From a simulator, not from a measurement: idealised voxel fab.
process module | voxel transistor to metal
cross-section cut | 300 nm wide | cells 5 nm
A cross-section is a grid of square cells, given in bands from the top down. A band is one or more rows of cells.
Each band's line starts with the height of the band's top and of its bottom, in nm. Then come its materials from left to right, each with its width in nm. One material with "throughout" fills the band from edge to edge. "air" is empty space.
Height 0 is the level under which the wafer as received is all one material. The lowest band goes on downwards, as in "0 down".
A width such as "30 to 40" changes by the same amount from each row of cells to the next, from the band's top row to its bottom row.
"no change" after a step means that no cell of the cross-section changed.
closed voids: empty space of 8 cells or more with no open way to the top, each as width x height at its distance from the left edge, in nm
after a step's settings: what the simulator itself notes on the step
overlay nm, on a step with a mask: how far to the right of its planned place the mask lay; to the left if negative
Each pair below shows a cross-section before one step and the cross-section after it, down to the lowest band that changed. The line under each pair gives the step between them, with its settings. The pairs can come from different runs of this module on the same starting wafer, so a pair continues from the pair above only where its "before" says so.
before
  85 to 80: air 35 | Ru 30 | air 35 | Ru 30 | air 35 | Ru 30 | air 35 | Ru 30 | air 40
  80 to 55: lowk 40 | TiN 5 | Ru 10 | TiN 5 | lowk 45 | TiN 5 | Ru 10 | TiN 5 | lowk 45 | TiN 5 | Ru 10 | TiN 5 | lowk 45 | TiN 5 | Ru 10 | TiN 5 | lowk 45
  55 to 50: SiN 40 | TiN 20 | SiN 45 | TiN 20 | SiN 45 | TiN 20 | SiN 45 | TiN 20 | SiN 45
  50 to 40: SiO2 40 | TiN 5 | W 20 to 15 | TiN 5 to 10 | SiO2 25 | TiN 5 to 10 | W 20 to 15 | TiN 5 | SiO2 45 | TiN 5 | W 20 to 15 | TiN 5 to 10 | SiO2 25 | TiN 5 to 10 | W 20 to 15 | TiN 5 | SiO2 45
  40 to 25: SiO2 40 | TiN 5 | W 15 | TiN 5 | SiN 10 | SiCN 15 | SiN 10 | TiN 5 | W 15 | TiN 5 | SiO2 45 | TiN 5 | W 15 | TiN 5 | SiN 10 | SiCN 15 | SiN 10 | TiN 5 | W 15 | TiN 5 | SiO2 45
  25 to 0: SiO2 40 | TiN 5 | W 15 | TiN 5 | SiN 10 | polySi 15 | SiN 10 | TiN 5 | W 15 | TiN 5 | SiO2 45 | TiN 5 | W 15 | TiN 5 | SiN 10 | polySi 15 | SiN 10 | TiN 5 | W 15 | TiN 5 | SiO2 45
  0 to -5: SiO2 25 | SiN 10 | SiO2 5 | TiN 25 | SiN 10 | polySi 15 | SiN 10 | TiN 25 | SiO2 5 | SiN 10 | SiO2 15 | SiN 10 | SiO2 5 | TiN 25 | SiN 10 | polySi 15 | SiN 10 | TiN 25 | SiO2 5 | SiN 10 | SiO2 30
  -5 to -10: SiO2 35 | SiGe 30 | SiO2 35 | SiGe 30 | SiO2 35 | SiGe 30 | SiO2 35 | SiGe 30 | SiO2 40
  -10 down: Si throughout
  closed voids: none
after
  90 to 85: SiCN throughout
  85 to 80: SiCN 35 | Ru 30 | SiCN 35 | Ru 30 | SiCN 35 | Ru 30 | SiCN 35 | Ru 30 | SiCN 40
  below 80: unchanged
  closed voids: none
the step between: op FILL_DEP | material SiCN | thk nm 5
before
  60 to 50: aC throughout
  50 to 40: SiO2 throughout
  40 to 25: SiO2 65 | SiN 10 | SiCN 15 | SiN 10 | SiO2 95 | SiN 10 | SiCN 15 | SiN 10 | SiO2 70
  25 to 0: SiO2 65 | SiN 10 | polySi 15 | SiN 10 | SiO2 95 | SiN 10 | polySi 15 | SiN 10 | SiO2 70
  0 to -5: SiO2 25 | SiN 10 | SiO2 30 | SiN 10 | polySi 15 | SiN 10 | SiO2 30 | SiN 10 | SiO2 15 | SiN 10 | SiO2 30 | SiN 10 | polySi 15 | SiN 10 | SiO2 30 | SiN 10 | SiO2 30
  -5 to -10: SiO2 35 | SiGe 30 | SiO2 35 | SiGe 30 | SiO2 35 | SiGe 30 | SiO2 35 | SiGe 30 | SiO2 40
  -10 to -35: SiO2 30 | Si 105 | SiO2 25 | Si 105 | SiO2 35
  -35 down: Si throughout
  closed voids: none
after
  85 to 60: resist 45 | air 20 | resist 35 | air 20 | resist 55 | air 20 | resist 35 | air 20 | resist 50
  below 60: unchanged
  closed voids: none
the step between: op PATTERN | tone open | mask id CONTACT | material resist | width nm 20 | thk nm 25 | overlay nm 0
before: the cross-section after the pair above
after
  75 to 60: resist 45 | air 20 | resist 35 | air 20 | resist 55 | air 20 | resist 35 | air 20 | resist 50
  60 to 50: aC 45 | air 20 | aC 35 | air 20 | aC 55 | air 20 | aC 35 | air 20 | aC 50
  below 50: unchanged
  closed voids: none
the step between: op DIRECTIONAL_ETCH | etch materials aC | depth nm 10
before: the cross-section after the pair above
after
  60 to 50: aC 45 | air 20 | aC 35 | air 20 | aC 55 | air 20 | aC 35 | air 20 | aC 50
  below 50: unchanged
  closed voids: none
the step between: op STRIP | etch materials resist
before: the cross-section after the pair above
after
  60 to 50: aC 45 | air 20 | aC 35 | air 20 | aC 55 | air 20 | aC 35 | air 20 | aC 50
  50 to 40: SiO2 45 | air 20 | SiO2 35 | air 20 | SiO2 55 | air 20 | SiO2 35 | air 20 | SiO2 50
  40 to 25: SiO2 45 | air 20 | SiN 10 | SiCN 15 | SiN 10 | air 20 | SiO2 55 | air 20 | SiN 10 | SiCN 15 | SiN 10 | air 20 | SiO2 50
  25 to 0: SiO2 45 | air 20 | SiN 10 | polySi 15 | SiN 10 | air 20 | SiO2 55 | air 20 | SiN 10 | polySi 15 | SiN 10 | air 20 | SiO2 50
  0 to -5: SiO2 25 | SiN 10 | SiO2 10 | air 20 | SiN 10 | polySi 15 | SiN 10 | air 20 | SiO2 10 | SiN 10 | SiO2 15 | SiN 10 | SiO2 10 | air 20 | SiN 10 | polySi 15 | SiN 10 | air 20 | SiO2 10 | SiN 10 | SiO2 30
  below -5: unchanged
  closed voids: none
the step between: op DIRECTIONAL_ETCH | etch materials SiO2 | depth nm 55
before: the cross-section after the pair above
after
  50 to 40: SiO2 45 | air 20 | SiO2 35 | air 20 | SiO2 55 | air 20 | SiO2 35 | air 20 | SiO2 50
  below 40: unchanged
  closed voids: none
the step between: op STRIP | etch materials aC
before: the cross-section after the pair above
after
  55 to 50: TiN 50 | air 10 | TiN 45 | air 10 | TiN 65 | air 10 | TiN 45 | air 10 | TiN 55
  50 to 40: SiO2 45 | TiN 5 | air 10 | TiN 5 | SiO2 35 | TiN 5 | air 10 | TiN 5 | SiO2 55 | TiN 5 | air 10 | TiN 5 | SiO2 35 | TiN 5 | air 10 | TiN 5 | SiO2 50
  40 to 25: SiO2 45 | TiN 5 | air 10 | TiN 5 | SiN 10 | SiCN 15 | SiN 10 | TiN 5 | air 10 | TiN 5 | SiO2 55 | TiN 5 | air 10 | TiN 5 | SiN 10 | SiCN 15 | SiN 10 | TiN 5 | air 10 | TiN 5 | SiO2 50
  25 to 0: SiO2 45 | TiN 5 | air 10 | TiN 5 | SiN 10 | polySi 15 | SiN 10 | TiN 5 | air 10 | TiN 5 | SiO2 55 | TiN 5 | air 10 | TiN 5 | SiN 10 | polySi 15 | SiN 10 | TiN 5 | air 10 | TiN 5 | SiO2 50
  0 to -5: SiO2 25 | SiN 10 | SiO2 10 | TiN 20 | SiN 10 | polySi 15 | SiN 10 | TiN 20 | SiO2 10 | SiN 10 | SiO2 15 | SiN 10 | SiO2 10 | TiN 20 | SiN 10 | polySi 15 | SiN 10 | TiN 20 | SiO2 10 | SiN 10 | SiO2 30
  below -5: unchanged
  closed voids: none
the step between: op CONFORMAL_DEP | material TiN | thk nm 5
before: the cross-section after the pair above
after
  60 to 55: W throughout
  55 to 50: TiN 50 | W 10 | TiN 45 | W 10 | TiN 65 | W 10 | TiN 45 | W 10 | TiN 55
  50 to 40: SiO2 45 | TiN 5 | W 10 | TiN 5 | SiO2 35 | TiN 5 | W 10 | TiN 5 | SiO2 55 | TiN 5 | W 10 | TiN 5 | SiO2 35 | TiN 5 | W 10 | TiN 5 | SiO2 50
  40 to 25: SiO2 45 | TiN 5 | W 10 | TiN 5 | SiN 10 | SiCN 15 | SiN 10 | TiN 5 | W 10 | TiN 5 | SiO2 55 | TiN 5 | W 10 | TiN 5 | SiN 10 | SiCN 15 | SiN 10 | TiN 5 | W 10 | TiN 5 | SiO2 50
  25 to 0: SiO2 45 | TiN 5 | W 10 | TiN 5 | SiN 10 | polySi 15 | SiN 10 | TiN 5 | W 10 | TiN 5 | SiO2 55 | TiN 5 | W 10 | TiN 5 | SiN 10 | polySi 15 | SiN 10 | TiN 5 | W 10 | TiN 5 | SiO2 50
  below 0: unchanged
  closed voids: none
the step between: op FILL_DEP | material W | thk nm 5
before: the cross-section after the pair above
after
  50 to 40: SiO2 45 | TiN 5 | W 10 | TiN 5 | SiO2 35 | TiN 5 | W 10 | TiN 5 | SiO2 55 | TiN 5 | W 10 | TiN 5 | SiO2 35 | TiN 5 | W 10 | TiN 5 | SiO2 50
  below 40: unchanged
  closed voids: none
the step between: op CMP | height nm 50
before: the cross-section after the pair above
after
  55 to 50: SiN throughout
  below 50: unchanged
  closed voids: none
the step between: op CONFORMAL_DEP | material SiN | thk nm 5
before: the cross-section after the pair above
after
  80 to 55: lowk throughout
  below 55: unchanged
  closed voids: none
the step between: op DIRECTIONAL_DEP | material lowk | thk nm 25
before: the cross-section after the pair above
after
  95 to 80: aC throughout
  below 80: unchanged
  closed voids: none
the step between: op DIRECTIONAL_DEP | material aC | thk nm 15
before: the cross-section after the pair above
after
  130 to 95: resist 40 | air 20 | resist 45 | air 20 | resist 45 | air 20 | resist 45 | air 20 | resist 45
  below 95: unchanged
  closed voids: none
the step between: op PATTERN | tone open | mask id METAL_1 | material resist | width nm 20 | pitch nm 65 | thk nm 35 | overlay nm 0
before: the cross-section after the pair above
after
  115 to 95: resist 40 | air 20 | resist 45 | air 20 | resist 45 | air 20 | resist 45 | air 20 | resist 45
  95 to 80: aC 40 | air 20 | aC 45 | air 20 | aC 45 | air 20 | aC 45 | air 20 | aC 45
  below 80: unchanged
  closed voids: none
the step between: op DIRECTIONAL_ETCH | etch materials aC | depth nm 15
before: the cross-section after the pair above
after
  95 to 80: aC 40 | air 20 | aC 45 | air 20 | aC 45 | air 20 | aC 45 | air 20 | aC 45
  below 80: unchanged
  closed voids: none
the step between: op STRIP | etch materials resist
before: the cross-section after the pair above
after
  95 to 80: aC 40 | air 20 | aC 45 | air 20 | aC 45 | air 20 | aC 45 | air 20 | aC 45
  80 to 55: lowk 40 | air 20 | lowk 45 | air 20 | lowk 45 | air 20 | lowk 45 | air 20 | lowk 45
  below 55: unchanged
  closed voids: none
the step between: op DIRECTIONAL_ETCH | etch materials lowk | depth nm 25
before: the cross-section after the pair above
after
  95 to 80: aC 40 | air 20 | aC 45 | air 20 | aC 45 | air 20 | aC 45 | air 20 | aC 45
  80 to 55: lowk 40 | air 20 | lowk 45 | air 20 | lowk 45 | air 20 | lowk 45 | air 20 | lowk 45
  55 to 50: SiN 40 | air 20 | SiN 45 | air 20 | SiN 45 | air 20 | SiN 45 | air 20 | SiN 45
  below 50: unchanged
  closed voids: none
the step between: op DIRECTIONAL_ETCH | etch materials SiN | depth nm 5
before: the cross-section after the pair above
after
  80 to 55: lowk 40 | air 20 | lowk 45 | air 20 | lowk 45 | air 20 | lowk 45 | air 20 | lowk 45
  below 55: unchanged
  closed voids: none
the step between: op STRIP | etch materials aC
before: the cross-section after the pair above
after
  85 to 80: TiN 45 | air 10 | TiN 55 | air 10 | TiN 55 | air 10 | TiN 55 | air 10 | TiN 50
  80 to 55: lowk 40 | TiN 5 | air 10 | TiN 5 | lowk 45 | TiN 5 | air 10 | TiN 5 | lowk 45 | TiN 5 | air 10 | TiN 5 | lowk 45 | TiN 5 | air 10 | TiN 5 | lowk 45
  55 to 50: SiN 40 | TiN 20 | SiN 45 | TiN 20 | SiN 45 | TiN 20 | SiN 45 | TiN 20 | SiN 45
  below 50: unchanged
  closed voids: none
the step between: op CONFORMAL_DEP | material TiN | thk nm 5
before: the cross-section after the pair above
after
  95 to 85: Ru throughout
  85 to 80: TiN 45 | Ru 10 | TiN 55 | Ru 10 | TiN 55 | Ru 10 | TiN 55 | Ru 10 | TiN 50
  80 to 55: lowk 40 | TiN 5 | Ru 10 | TiN 5 | lowk 45 | TiN 5 | Ru 10 | TiN 5 | lowk 45 | TiN 5 | Ru 10 | TiN 5 | lowk 45 | TiN 5 | Ru 10 | TiN 5 | lowk 45
  below 55: unchanged
  closed voids: none
the step between: op FILL_DEP | material Ru | thk nm 10
before: the cross-section after the pair above
after
  80 to 55: lowk 40 | TiN 5 | Ru 10 | TiN 5 | lowk 45 | TiN 5 | Ru 10 | TiN 5 | lowk 45 | TiN 5 | Ru 10 | TiN 5 | lowk 45 | TiN 5 | Ru 10 | TiN 5 | lowk 45
  below 55: unchanged
  closed voids: none
the step between: op CMP | height nm 80
before: the cross-section after the pair above
after
  85 to 80: air 35 | Ru 30 | air 35 | Ru 30 | air 35 | Ru 30 | air 35 | Ru 30 | air 40
  below 80: unchanged
  closed voids: none
the step between: op EPI | material Ru | thk nm 5
before: the cross-section after the pair above
after
  90 to 85: SiCN throughout
  85 to 80: SiCN 35 | Ru 30 | SiCN 35 | Ru 30 | SiCN 35 | Ru 30 | SiCN 35 | Ru 30 | SiCN 40
  below 80: unchanged
  closed voids: none
the step between: op FILL_DEP | material SiCN | thk nm 5
before
  60 to 50: aC throughout
  50 to 40: SiO2 throughout
  40 to 25: SiO2 65 | SiN 10 | SiCN 15 | SiN 10 | SiO2 95 | SiN 10 | SiCN 15 | SiN 10 | SiO2 70
  25 to 0: SiO2 65 | SiN 10 | polySi 15 | SiN 10 | SiO2 95 | SiN 10 | polySi 15 | SiN 10 | SiO2 70
  0 to -5: SiO2 25 | SiN 10 | SiO2 30 | SiN 10 | polySi 15 | SiN 10 | SiO2 30 | SiN 10 | SiO2 15 | SiN 10 | SiO2 30 | SiN 10 | polySi 15 | SiN 10 | SiO2 30 | SiN 10 | SiO2 30
  -5 to -10: SiO2 35 | SiGe 30 | SiO2 35 | SiGe 30 | SiO2 35 | SiGe 30 | SiO2 35 | SiGe 30 | SiO2 40
  -10 to -35: SiO2 30 | Si 105 | SiO2 25 | Si 105 | SiO2 35
  -35 down: Si throughout
  closed voids: none
after
  85 to 60: resist 30 | air 30 | resist 25 | air 30 | resist 45 | air 30 | resist 25 | air 30 | resist 55
  below 60: unchanged
  closed voids: none
the step between: op PATTERN | tone open | mask id CONTACT | material resist | width nm 30 | thk nm 25 | overlay nm -10
before: the cross-section after the pair above
after
  75 to 60: resist 30 | air 30 | resist 25 | air 30 | resist 45 | air 30 | resist 25 | air 30 | resist 55
  60 to 50: aC 30 | air 30 | aC 25 | air 30 | aC 45 | air 30 | aC 25 | air 30 | aC 55
  below 50: unchanged
  closed voids: none
the step between: op DIRECTIONAL_ETCH | etch materials aC | depth nm 10
before: the cross-section after the pair above
after
  60 to 50: aC 30 | air 30 | aC 25 | air 30 | aC 45 | air 30 | aC 25 | air 30 | aC 55
  below 50: unchanged
  closed voids: none
the step between: op STRIP | etch materials resist
before: the cross-section after the pair above
after
  60 to 50: aC 30 | air 30 | aC 25 | air 30 | aC 45 | air 30 | aC 25 | air 30 | aC 55
  50 to 40: SiO2 30 | air 30 | SiO2 25 | air 30 | SiO2 45 | air 30 | SiO2 25 | air 30 | SiO2 55
  40 to 25: SiO2 30 | air 30 | SiO2 5 | SiN 10 | SiCN 15 | SiN 10 | air 15 | SiO2 45 | air 30 | SiO2 5 | SiN 10 | SiCN 15 | SiN 10 | air 15 | SiO2 55
  25 to 0: SiO2 30 | air 30 | SiO2 5 | SiN 10 | polySi 15 | SiN 10 | air 15 | SiO2 45 | air 30 | SiO2 5 | SiN 10 | polySi 15 | SiN 10 | air 15 | SiO2 55
  0 to -5: SiO2 25 | SiN 10 | air 25 | SiO2 5 | SiN 10 | polySi 15 | SiN 10 | air 15 | SiO2 15 | SiN 10 | SiO2 15 | SiN 10 | air 25 | SiO2 5 | SiN 10 | polySi 15 | SiN 10 | air 15 | SiO2 15 | SiN 10 | SiO2 30
  below -5: unchanged
  closed voids: none
the step between: op DIRECTIONAL_ETCH | etch materials SiO2 | depth nm 55
before: the cross-section after the pair above
after
  50 to 40: SiO2 30 | air 30 | SiO2 25 | air 30 | SiO2 45 | air 30 | SiO2 25 | air 30 | SiO2 55
  below 40: unchanged
  closed voids: none
the step between: op STRIP | etch materials aC
before: the cross-section after the pair above
after
  55 to 50: TiN 35 | air 20 | TiN 35 | air 20 | TiN 55 | air 20 | TiN 35 | air 20 | TiN 60
  50 to 40: SiO2 30 | TiN 5 | air 20 | TiN 5 | SiO2 25 | TiN 5 to 20 | air 20 to 5 | TiN 5 | SiO2 45 | TiN 5 | air 20 | TiN 5 | SiO2 25 | TiN 5 to 20 | air 20 to 5 | TiN 5 | SiO2 55
  40 to 25: SiO2 30 | TiN 5 | air 20 | TiN 5 | SiO2 5 | SiN 10 | SiCN 15 | SiN 10 | TiN 5 | air 5 | TiN 5 | SiO2 45 | TiN 5 | air 20 | TiN 5 | SiO2 5 | SiN 10 | SiCN 15 | SiN 10 | TiN 5 | air 5 | TiN 5 | SiO2 55
  25 to 5: SiO2 30 | TiN 5 | air 20 | TiN 5 | SiO2 5 | SiN 10 | polySi 15 | SiN 10 | TiN 5 | air 5 | TiN 5 | SiO2 45 | TiN 5 | air 20 | TiN 5 | SiO2 5 | SiN 10 | polySi 15 | SiN 10 | TiN 5 | air 5 | TiN 5 | SiO2 55
  5 to 0: SiO2 30 | TiN 10 | air 15 | TiN 5 | SiO2 5 | SiN 10 | polySi 15 | SiN 10 | TiN 5 | air 5 | TiN 5 | SiO2 45 | TiN 10 | air 15 | TiN 5 | SiO2 5 | SiN 10 | polySi 15 | SiN 10 | TiN 5 | air 5 | TiN 5 | SiO2 55
  0 to -5: SiO2 25 | SiN 10 | TiN 25 | SiO2 5 | SiN 10 | polySi 15 | SiN 10 | TiN 15 | SiO2 15 | SiN 10 | SiO2 15 | SiN 10 | TiN 25 | SiO2 5 | SiN 10 | polySi 15 | SiN 10 | TiN 15 | SiO2 15 | SiN 10 | SiO2 30
  below -5: unchanged
  closed voids: none
the step between: op CONFORMAL_DEP | material TiN | thk nm 5
before: the cross-section after the pair above
after
  60 to 55: W throughout
  55 to 50: TiN 35 | W 20 | TiN 35 | W 20 | TiN 55 | W 20 | TiN 35 | W 20 | TiN 60
  50 to 40: SiO2 30 | TiN 5 | W 20 | TiN 5 | SiO2 25 | TiN 5 to 20 | W 20 to 5 | TiN 5 | SiO2 45 | TiN 5 | W 20 | TiN 5 | SiO2 25 | TiN 5 to 20 | W 20 to 5 | TiN 5 | SiO2 55
  40 to 25: SiO2 30 | TiN 5 | W 20 | TiN 5 | SiO2 5 | SiN 10 | SiCN 15 | SiN 10 | TiN 5 | W 5 | TiN 5 | SiO2 45 | TiN 5 | W 20 | TiN 5 | SiO2 5 | SiN 10 | SiCN 15 | SiN 10 | TiN 5 | W 5 | TiN 5 | SiO2 55
  25 to 5: SiO2 30 | TiN 5 | W 20 | TiN 5 | SiO2 5 | SiN 10 | polySi 15 | SiN 10 | TiN 5 | W 5 | TiN 5 | SiO2 45 | TiN 5 | W 20 | TiN 5 | SiO2 5 | SiN 10 | polySi 15 | SiN 10 | TiN 5 | W 5 | TiN 5 | SiO2 55
  5 to 0: SiO2 30 | TiN 10 | W 15 | TiN 5 | SiO2 5 | SiN 10 | polySi 15 | SiN 10 | TiN 5 | W 5 | TiN 5 | SiO2 45 | TiN 10 | W 15 | TiN 5 | SiO2 5 | SiN 10 | polySi 15 | SiN 10 | TiN 5 | W 5 | TiN 5 | SiO2 55
  below 0: unchanged
  closed voids: none
the step between: op FILL_DEP | material W | thk nm 5
before: the cross-section after the pair above
after
  50 to 40: SiO2 30 | TiN 5 | W 20 | TiN 5 | SiO2 25 | TiN 5 to 20 | W 20 to 5 | TiN 5 | SiO2 45 | TiN 5 | W 20 | TiN 5 | SiO2 25 | TiN 5 to 20 | W 20 to 5 | TiN 5 | SiO2 55
  below 40: unchanged
  closed voids: none
the step between: op CMP | height nm 50
before: the cross-section after the pair above
after
  55 to 50: SiN throughout
  below 50: unchanged
  closed voids: none
the step between: op CONFORMAL_DEP | material SiN | thk nm 5
before: the cross-section after the pair above
after
  80 to 55: lowk throughout
  below 55: unchanged
  closed voids: none
the step between: op DIRECTIONAL_DEP | material lowk | thk nm 25
before: the cross-section after the pair above
after
  95 to 80: aC throughout
  below 80: unchanged
  closed voids: none
the step between: op DIRECTIONAL_DEP | material aC | thk nm 15
before: the cross-section after the pair above
after
  130 to 95: resist 40 | air 20 | resist 45 | air 20 | resist 45 | air 20 | resist 45 | air 20 | resist 45
  below 95: unchanged
  closed voids: none
the step between: op PATTERN | tone open | mask id METAL_1 | material resist | width nm 20 | pitch nm 65 | thk nm 35 | overlay nm 0
before: the cross-section after the pair above
after
  115 to 95: resist 40 | air 20 | resist 45 | air 20 | resist 45 | air 20 | resist 45 | air 20 | resist 45
  95 to 80: aC 40 | air 20 | aC 45 | air 20 | aC 45 | air 20 | aC 45 | air 20 | aC 45
  below 80: unchanged
  closed voids: none
the step between: op DIRECTIONAL_ETCH | etch materials aC | depth nm 15
before: the cross-section after the pair above
after
  95 to 80: aC 40 | air 20 | aC 45 | air 20 | aC 45 | air 20 | aC 45 | air 20 | aC 45
  below 80: unchanged
  closed voids: none
the step between: op STRIP | etch materials resist
before: the cross-section after the pair above
after
  95 to 80: aC 40 | air 20 | aC 45 | air 20 | aC 45 | air 20 | aC 45 | air 20 | aC 45
  80 to 55: lowk 40 | air 20 | lowk 45 | air 20 | lowk 45 | air 20 | lowk 45 | air 20 | lowk 45
  below 55: unchanged
  closed voids: none
the step between: op DIRECTIONAL_ETCH | etch materials lowk | depth nm 25
before: the cross-section after the pair above
after
  95 to 80: aC 40 | air 20 | aC 45 | air 20 | aC 45 | air 20 | aC 45 | air 20 | aC 45
  80 to 55: lowk 40 | air 20 | lowk 45 | air 20 | lowk 45 | air 20 | lowk 45 | air 20 | lowk 45
  55 to 50: SiN 40 | air 20 | SiN 45 | air 20 | SiN 45 | air 20 | SiN 45 | air 20 | SiN 45
  below 50: unchanged
  closed voids: none
the step between: op DIRECTIONAL_ETCH | etch materials SiN | depth nm 5
before: the cross-section after the pair above
after
  80 to 55: lowk 40 | air 20 | lowk 45 | air 20 | lowk 45 | air 20 | lowk 45 | air 20 | lowk 45
  below 55: unchanged
  closed voids: none
the step between: op STRIP | etch materials aC
before: the cross-section after the pair above
after
  85 to 80: TiN 45 | air 10 | TiN 55 | air 10 | TiN 55 | air 10 | TiN 55 | air 10 | TiN 50
  80 to 55: lowk 40 | TiN 5 | air 10 | TiN 5 | lowk 45 | TiN 5 | air 10 | TiN 5 | lowk 45 | TiN 5 | air 10 | TiN 5 | lowk 45 | TiN 5 | air 10 | TiN 5 | lowk 45
  55 to 50: SiN 40 | TiN 20 | SiN 45 | TiN 20 | SiN 45 | TiN 20 | SiN 45 | TiN 20 | SiN 45
  below 50: unchanged
  closed voids: none
the step between: op CONFORMAL_DEP | material TiN | thk nm 5
before: the cross-section after the pair above
after
  95 to 85: Ru throughout
  85 to 80: TiN 45 | Ru 10 | TiN 55 | Ru 10 | TiN 55 | Ru 10 | TiN 55 | Ru 10 | TiN 50
  80 to 55: lowk 40 | TiN 5 | Ru 10 | TiN 5 | lowk 45 | TiN 5 | Ru 10 | TiN 5 | lowk 45 | TiN 5 | Ru 10 | TiN 5 | lowk 45 | TiN 5 | Ru 10 | TiN 5 | lowk 45
  below 55: unchanged
  closed voids: none
the step between: op FILL_DEP | material Ru | thk nm 10
before: the cross-section after the pair above
after
  80 to 55: lowk 40 | TiN 5 | Ru 10 | TiN 5 | lowk 45 | TiN 5 | Ru 10 | TiN 5 | lowk 45 | TiN 5 | Ru 10 | TiN 5 | lowk 45 | TiN 5 | Ru 10 | TiN 5 | lowk 45
  below 55: unchanged
  closed voids: none
the step between: op CMP | height nm 80
before: the cross-section after the pair above
after
  85 to 80: air 35 | Ru 30 | air 35 | Ru 30 | air 35 | Ru 30 | air 35 | Ru 30 | air 40
  below 80: unchanged
  closed voids: none
the step between: op EPI | material Ru | thk nm 5
before: the cross-section after the pair above
after
  90 to 85: SiCN throughout
  85 to 80: SiCN 35 | Ru 30 | SiCN 35 | Ru 30 | SiCN 35 | Ru 30 | SiCN 35 | Ru 30 | SiCN 40
  below 80: unchanged
  closed voids: none
the step between: op FILL_DEP | material SiCN | thk nm 5
before
  55 to 50: SiN throughout
  50 to 40: SiO2 40 | TiN 5 | W 20 to 15 | TiN 5 to 10 | SiO2 25 | TiN 5 to 10 | W 20 to 15 | TiN 5 | SiO2 45 | TiN 5 | W 20 to 15 | TiN 5 to 10 | SiO2 25 | TiN 5 to 10 | W 20 to 15 | TiN 5 | SiO2 45
  40 to 25: SiO2 40 | TiN 5 | W 15 | TiN 5 | SiN 10 | SiCN 15 | SiN 10 | TiN 5 | W 15 | TiN 5 | SiO2 45 | TiN 5 | W 15 | TiN 5 | SiN 10 | SiCN 15 | SiN 10 | TiN 5 | W 15 | TiN 5 | SiO2 45
  25 to 0: SiO2 40 | TiN 5 | W 15 | TiN 5 | SiN 10 | polySi 15 | SiN 10 | TiN 5 | W 15 | TiN 5 | SiO2 45 | TiN 5 | W 15 | TiN 5 | SiN 10 | polySi 15 | SiN 10 | TiN 5 | W 15 | TiN 5 | SiO2 45
  0 to -5: SiO2 25 | SiN 10 | SiO2 5 | TiN 25 | SiN 10 | polySi 15 | SiN 10 | TiN 25 | SiO2 5 | SiN 10 | SiO2 15 | SiN 10 | SiO2 5 | TiN 25 | SiN 10 | polySi 15 | SiN 10 | TiN 25 | SiO2 5 | SiN 10 | SiO2 30
  -5 to -10: SiO2 35 | SiGe 30 | SiO2 35 | SiGe 30 | SiO2 35 | SiGe 30 | SiO2 35 | SiGe 30 | SiO2 40
  -10 to -35: SiO2 30 | Si 105 | SiO2 25 | Si 105 | SiO2 35
  -35 down: Si throughout
  closed voids: none
after
  80 to 55: Ru throughout
  below 55: unchanged
  closed voids: none
the step between: op DIRECTIONAL_DEP | material Ru | thk nm 25
before: the cross-section after the pair above
after
  95 to 80: aC throughout
  below 80: unchanged
  closed voids: none
the step between: op DIRECTIONAL_DEP | material aC | thk nm 15
before: the cross-section after the pair above
after
  130 to 95: resist 40 | air 20 | resist 45 | air 20 | resist 45 | air 20 | resist 45 | air 20 | resist 45
  below 95: unchanged
  closed voids: none
the step between: op PATTERN | tone open | mask id METAL_1 | material resist | width nm 20 | pitch nm 65 | thk nm 35 | overlay nm 0
before: the cross-section after the pair above
after
  115 to 95: resist 40 | air 20 | resist 45 | air 20 | resist 45 | air 20 | resist 45 | air 20 | resist 45
  95 to 80: aC 40 | air 20 | aC 45 | air 20 | aC 45 | air 20 | aC 45 | air 20 | aC 45
  below 80: unchanged
  closed voids: none
the step between: op DIRECTIONAL_ETCH | etch materials aC | depth nm 15
before: the cross-section after the pair above
after
  95 to 80: aC 40 | air 20 | aC 45 | air 20 | aC 45 | air 20 | aC 45 | air 20 | aC 45
  below 80: unchanged
  closed voids: none
the step between: op STRIP | etch materials resist
before: the cross-section after the pair above
after
  80 to 55: Ru throughout
  below 55: unchanged
  closed voids: none
the step between: op STRIP | etch materials aC
before: the cross-section after the pair above
after
  85 to 80: TiN throughout
  below 80: unchanged
  closed voids: none
the step between: op CONFORMAL_DEP | material TiN | thk nm 5
before: the cross-section after the pair above
after
  95 to 85: Ru throughout
  below 85: unchanged
  closed voids: none
the step between: op FILL_DEP | material Ru | thk nm 10
before: the cross-section after the pair above
after
  80 to 55: Ru throughout
  below 55: unchanged
  closed voids: none
the step between: op CMP | height nm 80
before: the cross-section after the pair above
after
  85 to 55: Ru throughout
  below 55: unchanged
  closed voids: none
the step between: op EPI | material Ru | thk nm 5
before: the cross-section after the pair above
after
  90 to 85: SiCN throughout
  below 85: unchanged
  closed voids: none
the step between: op FILL_DEP | material SiCN | thk nm 5
before
  10 to 0: SiN throughout
  0 to -5: SiO2 throughout
  -5 down: Si throughout
  closed voids: none
after
  10 to 0: SiN 30 | air 105 | SiN 25 | air 105 | SiN 35
  below 0: unchanged
  closed voids: none
the step between: op MASKED_ETCH | tone open | mask id ACTIVE | width nm 105 | pitch nm 130 | etch materials SiN | depth nm 10 | overlay nm 0
before: the cross-section after the pair above
after
  25 to 10: SiO2 throughout
  10 to 0: SiN 30 | SiO2 105 | SiN 25 | SiO2 105 | SiN 35
  below 0: unchanged
  closed voids: none
the step between: op FILL_DEP | material SiO2 | thk nm 15
before: the cross-section after the pair above
after
  10 to 0: SiN 30 | SiO2 105 | SiN 25 | SiO2 105 | SiN 35
  below 0: unchanged
  closed voids: none
the step between: op CMP | height nm 10
before: the cross-section after the pair above
after
  10 to 5: SiN 30 | air 105 | SiN 25 | air 105 | SiN 35
  below 5: unchanged
  closed voids: none
the step between: op SELECTIVE_ETCH | etch materials SiO2 | depth nm 5
before: the cross-section after the pair above
after
  5 to 0: air 30 | SiO2 105 | air 25 | SiO2 105 | air 35
  below 0: unchanged
  closed voids: none
the step between: op STRIP | etch materials SiN
before: the cross-section after the pair above
after
  0 to -5: air 35 | SiO2 95 | air 35 | SiO2 95 | air 40
  below -5: unchanged
  closed voids: none
the step between: op SELECTIVE_ETCH | etch materials SiO2 | depth nm 5
before: the cross-section after the pair above
after
  0 to -5: air 35 | SiO2 95 | air 35 | SiO2 95 | air 40
  -5 to -10: SiO2 40 | Si 85 | SiO2 45 | Si 85 | SiO2 45
  below -10: unchanged
  closed voids: none
the step between: op OXIDIZE | depth nm 5
before: the cross-section after the pair above
after
  30 to 25: air 35 | polySi 95 | air 35 | polySi 95 | air 40
  25 to 0: polySi throughout
  0 to -5: polySi 35 | SiO2 95 | polySi 35 | SiO2 95 | polySi 40
  below -5: unchanged
  closed voids: none
the step between: op DIRECTIONAL_DEP | material polySi | thk nm 30
before: the cross-section after the pair above
after
  45 to 40: air 35 | SiCN 95 | air 35 | SiCN 95 | air 40
  40 to 30: SiCN throughout
  30 to 25: SiCN 35 | polySi 95 | SiCN 35 | polySi 95 | SiCN 40
  below 25: unchanged
  closed voids: none
the step between: op DIRECTIONAL_DEP | material SiCN | thk nm 15
